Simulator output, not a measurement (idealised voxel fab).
This section sets out a process module, namely voxel tone inversion.
We display cut, a cross-section 170 nm in width whose square cells are each 5 nm.
We lay out every cross-section as a grid of square cells and spell it out in bands from the top down, where one band means one or more rows of cells.
Top, bottom (nm), then materials left to right with widths (nm); lone material tagged "all across" fills the whole band edge to edge; "empty" = empty space.
Where do heights start? At 0: under that level the wafer as delivered is made of one material only. And the lowest band has no floor; it just carries on downward, as in "0 nm and below".
Think of "30..40" as a width that walks from the first number to the second as you go down the band, top row to bottom row, taking equal-sized steps from row to row.
What does "nothing altered" mean for a step? It means no cell of the cross-section changed in that step.
In "Listed closed voids" the enclosed voids are listed, meaning empty spaces of 8 cells or larger without any opening to the top. The form is width x height at distance, distance from the left edge, units nm.
On each step's line, the part that comes after the settings is the simulator's own comment on the step.
You can add "overlay nm" to a step's line. For a step with a mask, it describes how far the mask lay to the right of its planned position, and a negative number describes a lay to the left.
# So here's the lineup of process steps we planned
step 1: RECEIVE,material Si
step 2: CONFORMAL_DEP,material SiN,thk nm 5
step 3: DIRECTIONAL_DEP,material aC,thk nm 15
step 4: PATTERN,tone cover,mask id POSTS,material resist,width nm 20,pitch nm 40,thk nm 20,overlay nm 0
step 5: DIRECTIONAL_ETCH,etch materials aC,depth nm 15
step 6: STRIP,etch materials resist
step 7: FILL_DEP,material SiO2,thk nm 5
step 8: CMP,height nm 20
step 9: STRIP,etch materials aC
# As-received state of the wafer in cross-section, equivalent to post-step 1
  0 nm and below = Si all across
  Listed closed voids: none
# Cross-section taken at module completion on the first of two wafers; processed per the plan
  20 nm to 5 nm = 15 nm SiO2, then 20 nm empty, then 20 nm SiO2, then 20 nm empty, then 20 nm SiO2, then 20 nm empty, then 20 nm SiO2, then 20 nm empty, then 15 nm SiO2
  5 nm to 0 nm = SiN all across
  0 nm and below = Si all across
  Listed closed voids: none
# So this is wafer number two of the two, cut at the end of the module - it started where the first did and had the same plan, we just got one thing wrong running it
  20 nm to 5 nm = 20 nm SiO2, then 15 nm empty, then 25 nm SiO2, then 15 nm empty, then 25 nm SiO2, then 15 nm empty, then 25 nm SiO2, then 15 nm empty, then 15 nm SiO2
  5 nm to 0 nm = SiN all across
  0 nm and below = Si all across
  Listed closed voids: none
What was done differently from what was planned? step 4 was not run as planned; what actually ran was PATTERN,tone cover,mask id POSTS,material resist,width nm 15,pitch nm 40,thk nm 20,overlay nm 0
Final wafer comparison in cells, second versus first, more or fewer per material: SiO2: 12 more
